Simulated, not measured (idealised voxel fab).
process module | voxel self aligned contacts
cross-section cut | 215 nm wide | cells 5 nm
A cross-section is a grid of square cells, given in bands from the top down. A band is one or more rows of cells.
Each band's line starts with the height of the band's top and of its bottom, in nm. Then come its materials from left to right, each with its width in nm. One material with "throughout" fills the band from edge to edge. "air" is empty space.
Height 0 is the level under which the wafer as received is all one material. The lowest band goes on downwards, as in "0 down".
A width such as "30 to 40" changes by the same amount from each row of cells to the next, from the band's top row to its bottom row.
"no change" after a step means that no cell of the cross-section changed.
closed voids: empty space of 8 cells or more with no open way to the top, each as width x height at its distance from the left edge, in nm
after a step's settings: what the simulator itself notes on the step
overlay nm, on a step with a mask: how far to the right of its planned place the mask lay; to the left if negative
plan
1 op RECEIVE | material Si
2 op CONFORMAL_DEP | material SiO2 | thk nm 5
3 op DIRECTIONAL_DEP | material polySi | thk nm 20
4 op DIRECTIONAL_DEP | material SiN | thk nm 25
5 op PATTERN | tone cover | mask id GATE | material resist | width nm 35 | pitch nm 75 | thk nm 15 | overlay nm 0
6 op DIRECTIONAL_ETCH | etch materials SiN | depth nm 25
7 op DIRECTIONAL_ETCH | etch materials polySi | depth nm 20
8 op STRIP | etch materials resist
9 op CONFORMAL_DEP | material SiN | thk nm 10
10 op DIRECTIONAL_ETCH | etch materials SiN | depth nm 10
11 op FILL_DEP | material SiO2 | thk nm 20
12 op CMP | height nm 60
13 op DIRECTIONAL_DEP | material aC | thk nm 10
14 op PATTERN | tone open | mask id CONTACT | material resist | width nm 50 | pitch nm 75 | thk nm 25 | overlay nm 0
15 op DIRECTIONAL_ETCH | etch materials aC | depth nm 10
16 op STRIP | etch materials resist
17 op DIRECTIONAL_ETCH | etch materials SiO2 | depth nm 60
18 op STRIP | etch materials aC
19 op CONFORMAL_DEP | material TiN | thk nm 5
20 op FILL_DEP | material Ru | thk nm 10
21 op CMP | height nm 60
22 op CONFORMAL_DEP | material SiCN | thk nm 5
as received, after step 1
  0 down: Si throughout
  closed voids: none
a wafer at the end: this start, this plan, one mistake
  65 to 60: SiCN throughout
  60 to 50: SiO2 40 | TiN 5 to 25 | Ru 40 to 10 | TiN 5 to 15 | SiO2 25 | TiN 5 to 25 | Ru 40 to 10 | TiN 5 to 15 | SiO2 50
  50 to 25: SiO2 5 | SiN 55 | TiN 5 | Ru 10 | TiN 5 | SiN 55 | TiN 5 | Ru 10 | TiN 5 | SiN 55 | SiO2 5
  25 to 5: SiO2 5 | SiN 10 | polySi 35 | SiN 10 | TiN 5 | Ru 10 | TiN 5 | SiN 10 | polySi 35 | SiN 10 | TiN 5 | Ru 10 | TiN 5 | SiN 10 | polySi 35 | SiN 10 | SiO2 5
  5 to 0: SiO2 60 | TiN 20 | SiO2 55 | TiN 20 | SiO2 60
  0 down: Si throughout
  closed voids: none
what went wrong: step 14 ran as: op PATTERN | tone open | mask id CONTACT | material resist | width nm 50 | pitch nm 75 | thk nm 25 | overlay nm -5
